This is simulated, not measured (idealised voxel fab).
Process module under the name voxel released beams
Cross-section cut spans 210 nm and uses square cells 5 nm in size.
Cross-section = grid of square cells, listed top down in bands; band = one or more rows.
Look at the band entry: it leads with the top's height and the bottom's height in nm. Then it lists the materials left to right, with a width in nm for each. The word "throughout" on a single material says that material fills the band edge to edge. The word "empty" is empty space.
Basically, 0 is our baseline, since under it the wafer straight out of the box is all one material. The bottom band has no lower end and keeps on going down, so it looks like "from 0 down".
A width given as "30 to 40" starts at the first number in the band's top row and ends at the second number in its bottom row, shifting by an equal amount at every step from row to row.
For the purposes of this document, the phrase "no alteration" attached to a step denotes that no cell within the cross-section was modified by that step.
This entry, "Closed void register", enumerates those empty regions of no fewer than 8 cells that possess no open connection to the top. Each region is reported in the form width x height at distance, the distance being taken from the left edge, with all three quantities expressed in nm.
Read whatever lies past the settings on a step's line as the simulator's own remark about the step.
"overlay nm", when on a step's line for a step with a mask, measures how far to the right of its planned place the mask lay; a negative measure means to the left.
PLAN
1: RECEIVE | material Si
2: CONFORMAL_DEP | material Al2O3 | thk nm 10
3: DIRECTIONAL_DEP | material SiO2 | thk nm 10
4: PATTERN | tone open | mask id ANCHOR | material resist | width nm 35 | thk nm 15 | overlay nm 0
5: DIRECTIONAL_ETCH | etch materials SiO2 | depth nm 10
6: STRIP | etch materials resist
7: CONFORMAL_DEP | material SiN | thk nm 15
8: PATTERN | tone cover | mask id BEAM | material resist | width nm 105 | thk nm 15 | overlay nm 0
9: DIRECTIONAL_ETCH | etch materials SiN | depth nm 15
10: STRIP | etch materials resist
11: STRIP | etch materials SiO2
THE CROSS-SECTION HERE SHOWS THE WAFER AS RECEIVED, I.E. IN ITS STATE AFTER STEP 1
from 0 down  Si throughout
Closed void register: none
POST-MODULE CROSS-SECTION: IDENTICAL START AND PLAN TO THOSE ABOVE, ONE MISSTEP IN EXECUTION
from 25 to 15  empty 50 to 55 / SiN 10 to 5 / empty 25 / SiN 70 to 5 / empty 55 to 120
from 15 to 10  empty 55 / SiN 35 / empty 120
from 10 to 0  Al2O3 throughout
from 0 down  Si throughout
Closed void register: none
The mistake made against the process plan was this: step 7 was not run as planned; what actually ran was CONFORMAL_DEP | material SiN | thk nm 5
